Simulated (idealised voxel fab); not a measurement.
Title: Process Module voxel plated lines
The cross-section shown here is cut; it is 285 nm wide and divided into square cells measuring 5 nm on a side.
Think of the cross-section as a grid of square cells. We describe it in bands, top to bottom, and each band covers one or more rows of those cells. Within each band entry, the heights of the top and of the bottom of the band appear first, in that order and in nm; the materials of the band then follow from left to right, each with its corresponding width in nm. The designation "full width" on a single material indicates that it fills the band from edge to edge; the designation "empty" indicates empty space. We count height from 0. Below that, the starting wafer is all one material. The lowest band never ends at the bottom but goes on down; see "z 0 and below" for how that is written. A two-number width, for instance "30..40", indicates that the width is equal to the first number in the top row of the band and to the second number in the bottom row, and that it changes by a constant amount per row of cells. "left unchanged" after a step means that no cell of the cross-section changed. Enclosed voids (no open way to top), threshold 8 cells or more, entry "Closed void catalog", notation width x height at distance, distance from left edge, nm. after a step's settings: what the simulator itself notes on the step. overlay nm: mask offset rightward from planned place, masked step; negative means leftward offset.

Below is the list of planned process steps:
1) RECEIVE, material Si
2) CONFORMAL_DEP, material SiN, thk nm 10
3) DIRECTIONAL_DEP, material TiN, thk nm 5
4) PATTERN, tone open, mask id LINES, material resist, width nm 30, pitch nm 60, thk nm 15, overlay nm -15
5) EPI, material Ru, thk nm 10
6) STRIP, etch materials resist
7) DIRECTIONAL_ETCH, etch materials TiN, depth nm 5
8) CONFORMAL_DEP, material SiN, thk nm 10
varied across the wafers: overlay nm of step 4. The plan shows the first wafer's value. All wafers start alike

The as-received cross-section of the first of several wafers corresponds to the state after step 1:
z 0 and below: Si full width
Closed void catalog: none

Shown in cross-section: the first of several wafers at the end of the module, after its last step, step 8:
z 35 to 25: 70 empty / 50 SiN / 10 empty / 50 SiN / 105 empty
z 25 to 20: 70 empty / 10 SiN / 30 Ru / 10 SiN / 10 empty / 10 SiN / 30 Ru / 10 SiN / 105 empty
z 20 to 15: 80 SiN / 30 Ru / 30 SiN / 30 Ru / 115 SiN
z 15 to 10: 80 SiN / 30 TiN / 30 SiN / 30 TiN / 115 SiN
z 10 to 0: SiN full width
z 0 and below: Si full width
Closed void catalog: none

X-section, last wafer, module end:
z 35 to 25: 100 empty / 50 SiN / 10 empty / 50 SiN / 75 empty
z 25 to 20: 100 empty / 10 SiN / 30 Ru / 10 SiN / 10 empty / 10 SiN / 30 Ru / 10 SiN / 75 empty
z 20 to 15: 110 SiN / 30 Ru / 30 SiN / 30 Ru / 85 SiN
z 15 to 10: 110 SiN / 30 TiN / 30 SiN / 30 TiN / 85 SiN
z 10 to 0: SiN full width
z 0 and below: Si full width
Closed void catalog: none

The following table contains a row per wafer, in which are reported, at the conclusion of the module, the cells of each material gained (+) or lost (-) since the wafer's receipt, with its closed voids given thereafter:
overlay nm -15 | +24 Ru | +252 SiN | +12 TiN | Closed void catalog: none
overlay nm -10 | +24 Ru | +252 SiN | +12 TiN | Closed void catalog: none
overlay nm -5 | +24 Ru | +252 SiN | +12 TiN | Closed void catalog: none
overlay nm 0 | +24 Ru | +252 SiN | +12 TiN | Closed void catalog: none
overlay nm 5 | +24 Ru | +252 SiN | +12 TiN | Closed void catalog: none
overlay nm 10 | +24 Ru | +252 SiN | +12 TiN | Closed void catalog: none
overlay nm 15 | +24 Ru | +252 SiN | +12 TiN | Closed void catalog: none
